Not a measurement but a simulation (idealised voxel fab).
process module | voxel transistor to metal
cross-section cut | 225 nm wide | cells 5 nm
A cross-section is a grid of square cells, given in bands from the top down. A band is one or more rows of cells.
Each band's line starts with the height of the band's top and of its bottom, in nm. Then come its materials from left to right, each with its width in nm. One material with "throughout" fills the band from edge to edge. "air" is empty space.
Height 0 is the level under which the wafer as received is all one material. The lowest band goes on downwards, as in "0 down".
A width such as "30 to 40" changes by the same amount from each row of cells to the next, from the band's top row to its bottom row.
"no change" after a step means that no cell of the cross-section changed.
closed voids: empty space of 8 cells or more with no open way to the top, each as width x height at its distance from the left edge, in nm
after a step's settings: what the simulator itself notes on the step
overlay nm, on a step with a mask: how far to the right of its planned place the mask lay; to the left if negative
plan
1 op RECEIVE | material Si
2 op CONFORMAL_DEP | material SiO2 | thk nm 5
3 op CONFORMAL_DEP | material SiN | thk nm 15
4 op MASKED_ETCH | tone cover | mask id ACTIVE | width nm 85 | pitch nm 110 | etch materials SiN | depth nm 15 | overlay nm 0
5 op MASKED_ETCH | tone cover | mask id ACTIVE | width nm 85 | pitch nm 110 | etch materials SiO2 | depth nm 5 | overlay nm 0
6 op MASKED_ETCH | tone cover | mask id ACTIVE | width nm 85 | pitch nm 110 | etch materials Si | depth nm 30 | overlay nm 0
7 op OXIDIZE | depth nm 5
8 op FILL_DEP | material SiO2 | thk nm 10
9 op CMP | height nm 20
10 op SELECTIVE_ETCH | etch materials SiO2 | depth nm 10
11 op STRIP | etch materials SiN
12 op SELECTIVE_ETCH | etch materials SiO2 | depth nm 5
13 op OXIDIZE | depth nm 5
14 op DIRECTIONAL_DEP | material polySi | thk nm 25
15 op DIRECTIONAL_DEP | material SiCN | thk nm 15
16 op DIRECTIONAL_DEP | material aC | thk nm 10
17 op PATTERN | tone cover | mask id GATE | material resist | width nm 15 | pitch nm 110 | thk nm 30 | overlay nm 0
18 op DIRECTIONAL_ETCH | etch materials aC | depth nm 10
19 op STRIP | etch materials resist
20 op DIRECTIONAL_ETCH | etch materials SiCN | depth nm 25
21 op DIRECTIONAL_ETCH | etch materials polySi | depth nm 35
22 op STRIP | etch materials aC
23 op CONFORMAL_DEP | material SiN | thk nm 5
24 op DIRECTIONAL_ETCH | etch materials SiN | depth nm 5
25 op DIRECTIONAL_ETCH | etch materials SiO2 | depth nm 5
26 op DIRECTIONAL_ETCH | etch materials Si | depth nm 15
27 op EPI | material pSi | thk nm 15
28 op FILL_DEP | material SiO2 | thk nm 10
29 op CMP | height nm 40
30 op DIRECTIONAL_DEP | material SiO2 | thk nm 15
31 op MASKED_ETCH | tone open | mask id CONTACT | width nm 15 | etch materials SiO2 | depth nm 60 | overlay nm 0
32 op CONFORMAL_DEP | material TiN | thk nm 5
33 op FILL_DEP | material W | thk nm 5
34 op CMP | height nm 55
35 op CONFORMAL_DEP | material SiCN | thk nm 5
36 op DIRECTIONAL_DEP | material SiO2 | thk nm 15
37 op MASKED_ETCH | tone open | mask id METAL_1 | width nm 15 | etch materials SiO2 | depth nm 15 | overlay nm 0
38 op MASKED_ETCH | tone open | mask id METAL_1 | width nm 15 | etch materials SiCN | depth nm 5 | overlay nm -5
39 op CONFORMAL_DEP | material TiN | thk nm 5
40 op FILL_DEP | material Ru | thk nm 10
41 op CMP | height nm 75
42 op CONFORMAL_DEP | material SiN | thk nm 5
varied across the wafers: overlay nm of step 38. The plan shows the first wafer's value. All wafers start alike
first wafer as received, after step 1
  0 down: Si throughout
  closed voids: none
each wafer at the end: cells of each material gained (+) or lost (-) since it was received, then its closed voids
overlay nm -5 | +8 Ru | -195 Si | +55 SiCN | +81 SiN | +477 SiO2 | +136 TiN | +32 W | +96 pSi | +30 polySi | closed voids: none
overlay nm 0 | +12 Ru | -195 Si | +51 SiCN | +81 SiN | +477 SiO2 | +136 TiN | +32 W | +96 pSi | +30 polySi | closed voids: none
overlay nm 5 | +8 Ru | -195 Si | +55 SiCN | +81 SiN | +477 SiO2 | +136 TiN | +32 W | +96 pSi | +30 polySi | closed voids: none
